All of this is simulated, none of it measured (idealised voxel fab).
Process module heading - voxel gate over fins
Section shown: cut. Width: 165 nm. Cell size: 5 nm, square.
A cross-section is a grid of square cells, given in bands from the top down. A band is one or more rows of cells.
The entry gives the band's vertical extent as a top height and a bottom height in nm, then its horizontal make-up as materials from left to right, each with a width in nm. "air" stands for empty space; a single material marked "everywhere" fills the band edge to edge.
Convention: height 0 is the level below which the wafer, as received, is all one material. The lowest band does not terminate at the bottom but continues downward, represented as "0 and below".
The two numbers in a width such as "30 to 40" mark its ends across the band: the first belongs to the top row of cells, the second to the bottom row, and from each row to the next the width moves by the same amount.
When a step is marked "identical to before", none of the cells in the cross-section changed during that step.
Any empty space of 8 cells or more lacking an open way to the top shows up in "Closed-off voids" as width x height at distance, distance from the left edge, in nm.
Note: text after step settings on the step line = simulator remark on that step.
Regarding "overlay nm": on a step with a mask, it is the distance the mask lay to the right of its planned place; a negative value places it to the left.
Listed below are the process steps as planned
step 1: RECEIVE with material Si
step 2: CONFORMAL_DEP with material SiN, thk nm 10
step 3: PATTERN with tone cover, mask id FINS, material resist, width nm 15, pitch nm 60, thk nm 20, overlay nm 0
step 4: DIRECTIONAL_ETCH with etch materials SiN, depth nm 10
step 5: DIRECTIONAL_ETCH with etch materials Si, depth nm 30
step 6: STRIP with etch materials resist
step 7: FILL_DEP with material SiO2, thk nm 10
step 8: CMP with height nm 10
step 9: DIRECTIONAL_DEP with material aC, thk nm 15
step 10: PATTERN with tone open, mask id RAIL, material resist, width nm 15, thk nm 30, overlay nm 0
step 11: DIRECTIONAL_ETCH with etch materials aC, depth nm 15
step 12: STRIP with etch materials resist
step 13: DIRECTIONAL_ETCH with etch materials SiO2, depth nm 35
step 14: STRIP with etch materials aC
step 15: CONFORMAL_DEP with material TiN, thk nm 5
step 16: FILL_DEP with material Ru, thk nm 10
step 17: CMP with height nm 10
step 18: SELECTIVE_ETCH with etch materials W Ru TiN, depth nm 30
step 19: FILL_DEP with material SiO2, thk nm 5
step 20: CMP with height nm 10
step 21: SELECTIVE_ETCH with etch materials SiO2, depth nm 20
step 22: STRIP with etch materials SiN
step 23: CONFORMAL_DEP with material HfO2, thk nm 5
step 24: CONFORMAL_DEP with material TiN, thk nm 5
step 25: FILL_DEP with material W, thk nm 10
step 26: CMP with height nm 15
step 27: CONFORMAL_DEP with material SiCN, thk nm 5
First wafer out of two, processed as planned
As received (post step 1): cross-section
    0 and below = Si everywhere
    Closed-off voids: none
after step 2
    10 down to 0 = SiN everywhere
    No changes below 0.
after step 3
    30 down to 10 = 45 of air; 15 of resist; 45 of air; 15 of resist; 45 of air
    No changes below 10.
after step 4
    30 down to 10 = 45 of air; 15 of resist; 45 of air; 15 of resist; 45 of air
    10 down to 0 = 45 of air; 15 of SiN; 45 of air; 15 of SiN; 45 of air
    No changes below 0.
after step 5
    30 down to 10 = 45 of air; 15 of resist; 45 of air; 15 of resist; 45 of air
    10 down to 0 = 45 of air; 15 of SiN; 45 of air; 15 of SiN; 45 of air
    0 down to -30 = 45 of air; 15 of Si; 45 of air; 15 of Si; 45 of air
    No changes below -30.
after step 6
    10 down to 0 = 45 of air; 15 of SiN; 45 of air; 15 of SiN; 45 of air
    No changes below 0.
after step 7
    20 down to 10 = SiO2 everywhere
    10 down to 0 = 45 of SiO2; 15 of SiN; 45 of SiO2; 15 of SiN; 45 of SiO2
    0 down to -30 = 45 of SiO2; 15 of Si; 45 of SiO2; 15 of Si; 45 of SiO2
    No changes below -30.
after step 8
    10 down to 0 = 45 of SiO2; 15 of SiN; 45 of SiO2; 15 of SiN; 45 of SiO2
    No changes below 0.
after step 9
    25 down to 10 = aC everywhere
    No changes below 10.
after step 10
    55 down to 25 = 75 of resist; 15 of air; 75 of resist
    No changes below 25.
after step 11
    40 down to 25 = 75 of resist; 15 of air; 75 of resist
    25 down to 10 = 75 of aC; 15 of air; 75 of aC
    No changes below 10.
after step 12
    25 down to 10 = 75 of aC; 15 of air; 75 of aC
    No changes below 10.
after step 13
    25 down to 10 = 75 of aC; 15 of air; 75 of aC
    10 down to 0 = 45 of SiO2; 15 of SiN; 15 of SiO2; 15 of air; 15 of SiO2; 15 of SiN; 45 of SiO2
    0 down to -25 = 45 of SiO2; 15 of Si; 15 of SiO2; 15 of air; 15 of SiO2; 15 of Si; 45 of SiO2
    No changes below -25.
after step 14
    10 down to 0 = 45 of SiO2; 15 of SiN; 15 of SiO2; 15 of air; 15 of SiO2; 15 of SiN; 45 of SiO2
    No changes below 0.
after step 15
    15 down to 10 = 80 of TiN; 5 of air; 80 of TiN
    10 down to 0 = 45 of SiO2; 15 of SiN; 15 of SiO2; 5 of TiN; 5 of air; 5 of TiN; 15 of SiO2; 15 of SiN; 45 of SiO2
    0 down to -20 = 45 of SiO2; 15 of Si; 15 of SiO2; 5 of TiN; 5 of air; 5 of TiN; 15 of SiO2; 15 of Si; 45 of SiO2
    -20 down to -25 = 45 of SiO2; 15 of Si; 15 of SiO2; 15 of TiN; 15 of SiO2; 15 of Si; 45 of SiO2
    No changes below -25.
after step 16
    25 down to 15 = Ru everywhere
    15 down to 10 = 80 of TiN; 5 of Ru; 80 of TiN
    10 down to 0 = 45 of SiO2; 15 of SiN; 15 of SiO2; 5 of TiN; 5 of Ru; 5 of TiN; 15 of SiO2; 15 of SiN; 45 of SiO2
    0 down to -20 = 45 of SiO2; 15 of Si; 15 of SiO2; 5 of TiN; 5 of Ru; 5 of TiN; 15 of SiO2; 15 of Si; 45 of SiO2
    No changes below -20.
after step 17
    10 down to 0 = 45 of SiO2; 15 of SiN; 15 of SiO2; 5 of TiN; 5 of Ru; 5 of TiN; 15 of SiO2; 15 of SiN; 45 of SiO2
    No changes below 0.
after step 18
    10 down to 0 = 45 of SiO2; 15 of SiN; 15 of SiO2; 15 of air; 15 of SiO2; 15 of SiN; 45 of SiO2
    0 down to -20 = 45 of SiO2; 15 of Si; 15 of SiO2; 15 of air; 15 of SiO2; 15 of Si; 45 of SiO2
    No changes below -20.
after step 19
    15 down to 10 = SiO2 everywhere
    10 down to 0 = 45 of SiO2; 15 of SiN; 45 of SiO2; 15 of SiN; 45 of SiO2
    0 down to -20 = 45 of SiO2; 15 of Si; 45 of SiO2; 15 of Si; 45 of SiO2
    No changes below -20.
after step 20
    10 down to 0 = 45 of SiO2; 15 of SiN; 45 of SiO2; 15 of SiN; 45 of SiO2
    No changes below 0.
after step 21
    10 down to 0 = 45 of air; 15 of SiN; 45 of air; 15 of SiN; 45 of air
    0 down to -10 = 45 of air; 15 of Si; 45 of air; 15 of Si; 45 of air
    No changes below -10.
after step 22
    0 down to -10 = 45 of air; 15 of Si; 45 of air; 15 of Si; 45 of air
    No changes below -10.
after step 23
    5 down to 0 = 40 of air; 25 of HfO2; 35 of air; 25 of HfO2; 40 of air
    0 down to -5 = 40 of air; 5 of HfO2; 15 of Si; 5 of HfO2; 35 of air; 5 of HfO2; 15 of Si; 5 of HfO2; 40 of air
    -5 down to -10 = 45 of HfO2; 15 of Si; 45 of HfO2; 15 of Si; 45 of HfO2
    No changes below -10.
after step 24
    10 down to 5 = 35 of air; 35 of TiN; 25 of air; 35 of TiN; 35 of air
    5 down to 0 = 35 of air; 5 of TiN; 25 of HfO2; 5 of TiN; 25 of air; 5 of TiN; 25 of HfO2; 5 of TiN; 35 of air
    0 down to -5 = 40 of TiN; 5 of HfO2; 15 of Si; 5 of HfO2; 35 of TiN; 5 of HfO2; 15 of Si; 5 of HfO2; 40 of TiN
    No changes below -5.
after step 25
    20 down to 10 = W everywhere
    10 down to 5 = 35 of W; 35 of TiN; 25 of W; 35 of TiN; 35 of W
    5 down to 0 = 35 of W; 5 of TiN; 25 of HfO2; 5 of TiN; 25 of W; 5 of TiN; 25 of HfO2; 5 of TiN; 35 of W
    No changes below 0.
after step 26
    15 down to 10 = W everywhere
    No changes below 10.
after step 27
    20 down to 15 = SiCN everywhere
    No changes below 15.
Notes, second wafer: start = first wafer's, plan = first wafer's, execution had one mistake; history identical to first through step 23
Cross-sectional representation of the second wafer at the time designated in the plan for the completion of step 24
    20 down to 10 = 25 of air; 55 of TiN; 5 of air; 55 of TiN; 25 of air
    10 down to 5 = TiN everywhere
    5 down to 0 = 40 of TiN; 25 of HfO2; 35 of TiN; 25 of HfO2; 40 of TiN
    0 down to -5 = 40 of TiN; 5 of HfO2; 15 of Si; 5 of HfO2; 35 of TiN; 5 of HfO2; 15 of Si; 5 of HfO2; 40 of TiN
    No changes below -5.
Cross-sectional representation of the second wafer at the time designated in the plan for the completion of step 25
    30 down to 20 = W everywhere
    20 down to 10 = 25 of W; 55 of TiN; 5 of W; 55 of TiN; 25 of W
    No changes below 10.
Cross-sectional representation of the second wafer at the time designated in the plan for the completion of step 26
    15 down to 10 = 25 of W; 55 of TiN; 5 of W; 55 of TiN; 25 of W
    No changes below 10.
Cross-sectional representation of the second wafer at the time designated in the plan for the completion of step 27
    20 down to 15 = SiCN everywhere
    No changes below 15.
Where did the run depart from the plan? it should be noted that step 24 was executed with settings other than those planned, the operation and settings actually applied being CONFORMAL_DEP with material TiN, thk nm 15
Count the cells at the end and the second wafer has more or fewer of some materials than the first: TiN +60, W -60
